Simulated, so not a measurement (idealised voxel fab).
Process module, titled voxel gate over fins
This is section cut - it's 245 nm across, gridded in 5 nm square cells.
Notation: cross-section as square-cell grid; stated in bands, top first, going down; one or more cell rows per band.
Quick guide to a band line: top height, bottom height (nm) up front; then every material left to right with its width in nm. Only one material and it's marked "full width"? Then it fills the band edge to edge. And "blank" just means empty space.
We count height from 0. Below that, the starting wafer is all one material. The lowest band never ends at the bottom but goes on down; see "0 and below" for how that is written.
Quick explanation for "30->40": the width changes in equal steps down the rows of cells, from the first number in the band's top row to the second number in its bottom row.
Where a step carries "no modification", the cross-section came out of it unchanged, cell for cell.
Entry "Enclosed void list". Content: empty spaces with no open connection to the top, size 8 cells or greater. Each: width x height at distance. Distance: from left edge. Unit: nm.
Where a step's line continues beyond its settings, the continuation is a remark by the simulator itself on that step.
The "overlay nm" setting may appear on a step's line; for a step that uses a mask, it gives how far to the right of its planned position the mask lay, and a negative value indicates the left.

# So here's the lineup of process steps we planned
- 1: RECEIVE | material Si
- 2: CONFORMAL_DEP | material SiN | thk nm 10
- 3: PATTERN | tone cover | mask id FINS | material resist | width nm 15 | pitch nm 35 | thk nm 20 | overlay nm 0
- 4: DIRECTIONAL_ETCH | etch materials SiN | depth nm 10
- 5: DIRECTIONAL_ETCH | etch materials Si | depth nm 40
- 6: STRIP | etch materials resist
- 7: FILL_DEP | material SiO2 | thk nm 5
- 8: CMP | height nm 10
- 9: SELECTIVE_ETCH | etch materials SiO2 | depth nm 20
- 10: STRIP | etch materials SiN
- 11: CONFORMAL_DEP | material HfO2 | thk nm 5
- 12: CONFORMAL_DEP | material TiN | thk nm 5
- 13: FILL_DEP | material W | thk nm 10
- 14: CMP | height nm 15
- 15: CONFORMAL_DEP | material SiN | thk nm 10

# Run as planned: first of two wafers

# As-received wafer cross-section (after step 1)
> 0 and below | Si full width
> Enclosed void list: none

# Cross-section of the wafer after step 2
> 10 down to 0 | SiN full width
> Below 0, no change.

# Cross-section of the wafer after step 3
> 30 down to 10 | blank 95, resist 15, blank 20, resist 15, blank 100
> Below 10, no change.

# Cross-section of the wafer after step 4
> 30 down to 10 | blank 95, resist 15, blank 20, resist 15, blank 100
> 10 down to 0 | blank 95, SiN 15, blank 20, SiN 15, blank 100
> Below 0, no change.

# Cross-section of the wafer after step 5
> 30 down to 10 | blank 95, resist 15, blank 20, resist 15, blank 100
> 10 down to 0 | blank 95, SiN 15, blank 20, SiN 15, blank 100
> 0 down to -40 | blank 95, Si 15, blank 20, Si 15, blank 100
> Below -40, no change.

# Cross-section of the wafer after step 6
> 10 down to 0 | blank 95, SiN 15, blank 20, SiN 15, blank 100
> Below 0, no change.

# Cross-section of the wafer after step 7
> 15 down to 10 | SiO2 full width
> 10 down to 0 | SiO2 95, SiN 15, SiO2 20, SiN 15, SiO2 100
> 0 down to -40 | SiO2 95, Si 15, SiO2 20, Si 15, SiO2 100
> Below -40, no change.

# Cross-section of the wafer after step 8
> 10 down to 0 | SiO2 95, SiN 15, SiO2 20, SiN 15, SiO2 100
> Below 0, no change.

# Cross-section of the wafer after step 9
> 10 down to 0 | blank 95, SiN 15, blank 20, SiN 15, blank 100
> 0 down to -10 | blank 95, Si 15, blank 20, Si 15, blank 100
> Below -10, no change.

# Cross-section of the wafer after step 10
> 0 down to -10 | blank 95, Si 15, blank 20, Si 15, blank 100
> Below -10, no change.

# Cross-section of the wafer after step 11
> 5 down to 0 | blank 90, HfO2 25, blank 10, HfO2 25, blank 95
> 0 down to -5 | blank 90, HfO2 5, Si 15, HfO2 5, blank 10, HfO2 5, Si 15, HfO2 5, blank 95
> -5 down to -10 | HfO2 95, Si 15, HfO2 20, Si 15, HfO2 100
> Below -10, no change.

# Cross-section of the wafer after step 12
> 10 down to 5 | blank 85, TiN 70, blank 90
> 5 down to 0 | blank 85, TiN 5, HfO2 25, TiN 10, HfO2 25, TiN 5, blank 90
> 0 down to -5 | TiN 90, HfO2 5, Si 15, HfO2 5, TiN 10, HfO2 5, Si 15, HfO2 5, TiN 95
> Below -5, no change.

# Cross-section of the wafer after step 13
> 20 down to 10 | W full width
> 10 down to 5 | W 85, TiN 70, W 90
> 5 down to 0 | W 85, TiN 5, HfO2 25, TiN 10, HfO2 25, TiN 5, W 90
> Below 0, no change.

# Cross-section of the wafer after step 14
> 15 down to 10 | W full width
> Below 10, no change.

# Cross-section of the wafer after step 15
> 25 down to 15 | SiN full width
> Below 15, no change.

# second wafer: like start, like plan, one mistake. Through step 8 it matches the first wafer

# Second wafer, cross-section, planned end of step 9
> 10 down to 0 | SiO2 95, blank 15, SiO2 20, blank 15, SiO2 100
> Below 0, no change.

# Second wafer, cross-section, planned end of step 10
> 0 down to -10 | blank 95, Si 15, blank 20, Si 15, blank 100
> -10 down to -20 | SiO2 75, blank 20, Si 15, blank 20, Si 15, blank 20, SiO2 80
> Below -20, no change.

# Second wafer, cross-section, planned end of step 11
> 5 down to 0 | blank 90, HfO2 25, blank 10, HfO2 25, blank 95
> 0 down to -5 | blank 90, HfO2 5, Si 15, HfO2 5, blank 10, HfO2 5, Si 15, HfO2 5, blank 95
> -5 down to -10 | HfO2 80, blank 10, HfO2 5, Si 15, HfO2 5, blank 10, HfO2 5, Si 15, HfO2 5, blank 10, HfO2 85
> -10 down to -15 | SiO2 75, HfO2 5, blank 10, HfO2 5, Si 15, HfO2 5, blank 10, HfO2 5, Si 15, HfO2 5, blank 10, HfO2 5, SiO2 80
> -15 down to -20 | SiO2 75, HfO2 20, Si 15, HfO2 20, Si 15, HfO2 20, SiO2 80
> Below -20, no change.

# Second wafer, cross-section, planned end of step 12
> 10 down to 5 | blank 85, TiN 70, blank 90
> 5 down to 0 | blank 85, TiN 5, HfO2 25, TiN 10, HfO2 25, TiN 5, blank 90
> 0 down to -5 | TiN 90, HfO2 5, Si 15, HfO2 5, TiN 10, HfO2 5, Si 15, HfO2 5, TiN 95
> -5 down to -10 | HfO2 80, TiN 10, HfO2 5, Si 15, HfO2 5, TiN 10, HfO2 5, Si 15, HfO2 5, TiN 10, HfO2 85
> -10 down to -15 | SiO2 75, HfO2 5, TiN 10, HfO2 5, Si 15, HfO2 5, TiN 10, HfO2 5, Si 15, HfO2 5, TiN 10, HfO2 5, SiO2 80
> Below -15, no change.

# Second wafer, cross-section, planned end of step 13
> 20 down to 10 | W full width
> 10 down to 5 | W 85, TiN 70, W 90
> 5 down to 0 | W 85, TiN 5, HfO2 25, TiN 10, HfO2 25, TiN 5, W 90
> Below 0, no change.

# Second wafer, cross-section, planned end of step 14
> 15 down to 10 | W full width
> Below 10, no change.

# Second wafer, cross-section, planned end of step 15
> 25 down to 15 | SiN full width
> Below 15, no change.
Which mistake was made when the wafer was run? mixed up steps 9 and 10 - ran each in the other's place
Final comparison by cell count, materials where the second wafer has more or fewer than the first: 12 more of HfO2 | 24 fewer of SiO2 | 12 more of TiN
